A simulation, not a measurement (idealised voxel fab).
process module | voxel released beams
cross-section cut | 210 nm wide | cells 5 nm
A cross-section is a grid of square cells, given in bands from the top down. A band is one or more rows of cells.
Each band's line starts with the height of the band's top and of its bottom, in nm. Then come its materials from left to right, each with its width in nm. One material with "throughout" fills the band from edge to edge. "air" is empty space.
Height 0 is the level under which the wafer as received is all one material. The lowest band goes on downwards, as in "0 down".
A width such as "30 to 40" changes by the same amount from each row of cells to the next, from the band's top row to its bottom row.
"no change" after a step means that no cell of the cross-section changed.
closed voids: empty space of 8 cells or more with no open way to the top, each as width x height at its distance from the left edge, in nm
after a step's settings: what the simulator itself notes on the step
overlay nm, on a step with a mask: how far to the right of its planned place the mask lay; to the left if negative
plan
1 op RECEIVE | material Si
2 op CONFORMAL_DEP | material Al2O3 | thk nm 5
3 op DIRECTIONAL_DEP | material SiO2 | thk nm 15
4 op DIRECTIONAL_DEP | material aC | thk nm 15
5 op PATTERN | tone open | mask id ANCHOR | material resist | width nm 30 | thk nm 30 | overlay nm 0
6 op DIRECTIONAL_ETCH | etch materials aC | depth nm 15
7 op STRIP | etch materials resist
8 op DIRECTIONAL_ETCH | etch materials SiO2 | depth nm 15
9 op STRIP | etch materials aC
10 op CONFORMAL_DEP | material SiN | thk nm 10
11 op MASKED_ETCH | tone cover | mask id BEAM | width nm 90 | etch materials SiN | depth nm 10 | overlay nm -15
12 op STRIP | etch materials SiO2
varied across the wafers: overlay nm of step 11. The plan shows the first wafer's value. All wafers start alike
first wafer as received, after step 1
  0 down: Si throughout
  closed voids: none
each wafer at the end: cells of each material gained (+) or lost (-) since it was received, then its closed voids
overlay nm -15 | +42 Al2O3 | +48 SiN | closed voids: none
overlay nm -10 | +42 Al2O3 | +48 SiN | closed voids: none
overlay nm -5 | +42 Al2O3 | +48 SiN | closed voids: none
overlay nm 0 | +42 Al2O3 | +48 SiN | closed voids: none
overlay nm 5 | +42 Al2O3 | +48 SiN | closed voids: none
overlay nm 10 | +42 Al2O3 | +48 SiN | closed voids: none
overlay nm 15 | +42 Al2O3 | +48 SiN | closed voids: none
